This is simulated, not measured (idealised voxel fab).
You're looking at the process module voxel ribs on slabs.
The figure presents cross-section cut, which has a width of 235 nm and is divided into square cells with an edge length of 5 nm.
Cross-section spec: square-cell grid; bands listed top down; each band is one or more rows. This entry defines a band. It first specifies the height of the band's top and the height of its bottom in nm, and then specifies the band's materials from left to right, stating each material with its width in nm. The word "all across" identifies a single material that fills the band from edge to edge, while the word "empty" identifies empty space. A quick word on heights: they are counted from 0, and under that level the wafer as it came to us is one material throughout. The lowest band is different from the rest in having no bottom; it simply continues downward, written as in "0 -> down". Width spec "30..40" -> top row of cells at first value, bottom row at second value, equal per-row change in between. Reading "stayed the same" for a step: not a cell of the cross-section changed in it. Entry "Listed closed voids" = empty spaces >= 8 cells with no open way to the top; each as width x height at distance, distance from left edge, all nm. The remark found on a step's line after its settings is issued by the simulator itself and pertains to that step. The setting "overlay nm" may be written on the line of a step. When the step uses a mask, the value reports how far to the right of the planned place the mask lay, and a negative value reports that it lay to the left.
List of planned process steps:
1 RECEIVE,material Si
2 DIRECTIONAL_DEP,material SiO2,thk nm 20
3 DIRECTIONAL_DEP,material SiN,thk nm 25
4 DIRECTIONAL_DEP,material aC,thk nm 15
5 PATTERN,tone cover,mask id RIB,material resist,width nm 30,thk nm 35,overlay nm 0
6 DIRECTIONAL_ETCH,etch materials aC,depth nm 15
7 STRIP,etch materials resist
8 DIRECTIONAL_ETCH,etch materials SiN,depth nm 5
9 STRIP,etch materials aC
10 MASKED_ETCH,tone cover,mask id SLAB,width nm 60,etch materials SiN,depth nm 20,overlay nm 0
11 FILL_DEP,material SiO2,thk nm 15
12 CMP,height nm 55
13 DIRECTIONAL_DEP,material TiN,thk nm 5
14 PATTERN,tone cover,mask id HEATER,material resist,width nm 40,thk nm 20,overlay nm 0
15 DIRECTIONAL_ETCH,etch materials TiN,depth nm 5
16 STRIP,etch materials resist
17 CONFORMAL_DEP,material SiN,thk nm 5
Cross-section of the wafer at receipt, which is the condition after step 1:
  0 -> down | Si all across
  Listed closed voids: none
Cross-section, first of two wafers, end of module, run as planned:
  65 -> 60 | empty 90; SiN 50; empty 95
  60 -> 55 | SiN 95; TiN 40; SiN 100
  55 -> 45 | SiO2 all across
  45 -> 40 | SiO2 100; SiN 30; SiO2 105
  40 -> 20 | SiO2 85; SiN 60; SiO2 90
  20 -> 0 | SiO2 all across
  0 -> down | Si all across
  Listed closed voids: none
Cross-section of the latter of the two wafers at module completion. It had an identical start and an identical plan to the former; in running it, one mistake was made:
  65 -> 60 | empty 90; SiN 50; empty 95
  60 -> 55 | SiN 95; TiN 40; SiN 100
  55 -> 45 | SiO2 all across
  45 -> 40 | SiO2 100; SiN 30; SiO2 105
  40 -> 20 | SiO2 85; SiN 60; SiO2 90
  20 -> 0 | SiN all across
  0 -> down | Si all across
  Listed closed voids: none
The mistake made against the process plan was this: rather than as planned, step 2 actually ran as DIRECTIONAL_DEP,material SiN,thk nm 20
In the final state, the cell counts of the second wafer exceed or fall short of those of the first for the following materials: SiN: 188 more, SiO2: 188 fewer
